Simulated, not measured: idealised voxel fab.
process module | voxel ribs on slabs
cross-section cut | 150 nm wide | cells 5 nm
A cross-section is a grid of square cells, given in bands from the top down. A band is one or more rows of cells.
Each band's line starts with the height of the band's top and of its bottom, in nm. Then come its materials from left to right, each with its width in nm. One material with "throughout" fills the band from edge to edge. "air" is empty space.
Height 0 is the level under which the wafer as received is all one material. The lowest band goes on downwards, as in "0 down".
A width such as "30 to 40" changes by the same amount from each row of cells to the next, from the band's top row to its bottom row.
"no change" after a step means that no cell of the cross-section changed.
closed voids: empty space of 8 cells or more with no open way to the top, each as width x height at its distance from the left edge, in nm
after a step's settings: what the simulator itself notes on the step
overlay nm, on a step with a mask: how far to the right of its planned place the mask lay; to the left if negative
plan
1 op RECEIVE | material Si
2 op DIRECTIONAL_DEP | material SiO2 | thk nm 25
3 op DIRECTIONAL_DEP | material polySi | thk nm 15
4 op DIRECTIONAL_DEP | material aC | thk nm 10
5 op PATTERN | tone cover | mask id RIB | material resist | width nm 25 | thk nm 25 | overlay nm 0
6 op DIRECTIONAL_ETCH | etch materials aC | depth nm 10
7 op STRIP | etch materials resist
8 op DIRECTIONAL_ETCH | etch materials polySi | depth nm 10
9 op STRIP | etch materials aC
10 op PATTERN | tone cover | mask id SLAB | material resist | width nm 85 | thk nm 20 | overlay nm 0
11 op DIRECTIONAL_ETCH | etch materials polySi | depth nm 5
12 op STRIP | etch materials resist
13 op FILL_DEP | material SiO2 | thk nm 25
14 op CMP | height nm 60
15 op DIRECTIONAL_DEP | material W | thk nm 5
16 op DIRECTIONAL_DEP | material aC | thk nm 15
17 op PATTERN | tone cover | mask id HEATER | material resist | width nm 35 | thk nm 30 | overlay nm 0
18 op DIRECTIONAL_ETCH | etch materials aC | depth nm 15
19 op STRIP | etch materials resist
20 op DIRECTIONAL_ETCH | etch materials W | depth nm 5
21 op STRIP | etch materials aC
22 op CONFORMAL_DEP | material SiO2 | thk nm 5
as received, after step 1
  0 down: Si throughout
  closed voids: none
first wafer at the end, as planned
  70 to 65: air 50 | SiO2 45 | air 55
  65 to 60: SiO2 55 | W 35 | SiO2 60
  60 to 40: SiO2 throughout
  40 to 30: SiO2 60 | polySi 25 | SiO2 65
  30 to 25: SiO2 30 | polySi 85 | SiO2 35
  25 to 0: SiO2 throughout
  0 down: Si throughout
  closed voids: none
second wafer at the end: like start, like plan, one mistake
  70 to 65: air 50 | SiO2 45 | air 55
  65 to 60: SiO2 55 | W 35 | SiO2 60
  60 to 40: SiO2 throughout
  40 to 30: SiO2 65 | polySi 20 | SiO2 65
  30 to 25: SiO2 30 | polySi 85 | SiO2 35
  25 to 0: SiO2 throughout
  0 down: Si throughout
  closed voids: none
what went wrong: step 5 ran as: op PATTERN | tone cover | mask id RIB | material resist | width nm 20 | thk nm 25 | overlay nm 0
at the end the second wafer has, in cells: 2 more of SiO2 | 2 fewer of polySi
